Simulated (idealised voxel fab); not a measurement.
Module name: voxel ribs on slabs (process module)
Shown is cross-section cut, with a width of 225 nm and square cells of size 5 nm.
Cross-section spec: square-cell grid; bands listed top down; each band is one or more rows. Read a band's entry like this: the first values are the height of its top and the height of its bottom in nm, and what follows is the sequence of materials from left to right, each with its width in nm. Note that "blank" is empty space, and that a single material marked "full width" reaches across the band from edge to edge. Height reference: 0 = level under which incoming wafer is all one material. Lowest band: no bottom, runs on downward, e.g. "z 0 and below". The width entry "30->40" should be interpreted row by row: the top row of cells in the band takes the first number, the bottom row takes the second number, and the change between adjacent rows is uniform throughout. When a step is marked "nothing was modified", none of the cells in the cross-section changed during that step. The label "Sealed-off cavities" introduces a list of the empty spaces, 8 cells or larger, that have no open way up to the top; each entry in it reads width x height at distance, where the distance is taken from the left edge and all three are stated in nm. If you see something after the settings on a step's line, that's the simulator's own remark about that step. overlay nm: how far to the right of its planned place the mask lay on this masked step (negative: to the left).
The following list gives the planned process steps
step 1: RECEIVE: material Si
step 2: DIRECTIONAL_DEP: material SiO2, thk nm 20
step 3: DIRECTIONAL_DEP: material SiN, thk nm 15
step 4: PATTERN: tone cover, mask id RIB, material resist, width nm 15, thk nm 20, overlay nm 0
step 5: DIRECTIONAL_ETCH: etch materials SiN, depth nm 10
step 6: STRIP: etch materials resist
step 7: PATTERN: tone cover, mask id SLAB, material resist, width nm 65, thk nm 20, overlay nm -15
step 8: DIRECTIONAL_ETCH: etch materials SiN, depth nm 5
step 9: STRIP: etch materials resist
step 10: FILL_DEP: material SiO2, thk nm 20
step 11: CMP: height nm 50
step 12: DIRECTIONAL_DEP: material TiN, thk nm 10
step 13: PATTERN: tone cover, mask id HEATER, material resist, width nm 25, thk nm 15, overlay nm 0
step 14: DIRECTIONAL_ETCH: etch materials TiN, depth nm 10
step 15: STRIP: etch materials resist
step 16: CONFORMAL_DEP: material SiN, thk nm 10
For clarity, it should be stated that the wafers under discussion commence in an identical condition and differ with respect to the overlay nm of step 7, the plan indicating the value that the first wafer had.
First of several wafers, received after step 1, in cross-section
- z 0 and below | Si full width
- Sealed-off cavities: none
Module finished, last step 16 done: cross-section of the first of several wafers
- z 70 to 60 | blank 90; SiN 45; blank 90
- z 60 to 50 | SiN 100; TiN 25; SiN 100
- z 50 to 35 | SiO2 full width
- z 35 to 25 | SiO2 105; SiN 15; SiO2 105
- z 25 to 20 | SiO2 65; SiN 65; SiO2 95
- z 20 to 0 | SiO2 full width
- z 0 and below | Si full width
- Sealed-off cavities: none
Cross-section, module end, final of several wafers
- z 70 to 60 | blank 90; SiN 45; blank 90
- z 60 to 50 | SiN 100; TiN 25; SiN 100
- z 50 to 35 | SiO2 full width
- z 35 to 25 | SiO2 105; SiN 15; SiO2 105
- z 25 to 20 | SiO2 95; SiN 65; SiO2 65
- z 20 to 0 | SiO2 full width
- z 0 and below | Si full width
- Sealed-off cavities: none
Each row below is a wafer at the end of the module, listing for every material the number of cells it has gained (+) or lost (-) since it was received, followed by its closed voids
overlay nm -15, +117 SiN, +431 SiO2, +10 TiN, Sealed-off cavities: none
overlay nm -10, +117 SiN, +431 SiO2, +10 TiN, Sealed-off cavities: none
overlay nm -5, +117 SiN, +431 SiO2, +10 TiN, Sealed-off cavities: none
overlay nm 0, +117 SiN, +431 SiO2, +10 TiN, Sealed-off cavities: none
overlay nm 5, +117 SiN, +431 SiO2, +10 TiN, Sealed-off cavities: none
overlay nm 10, +117 SiN, +431 SiO2, +10 TiN, Sealed-off cavities: none
overlay nm 15, +117 SiN, +431 SiO2, +10 TiN, Sealed-off cavities: none
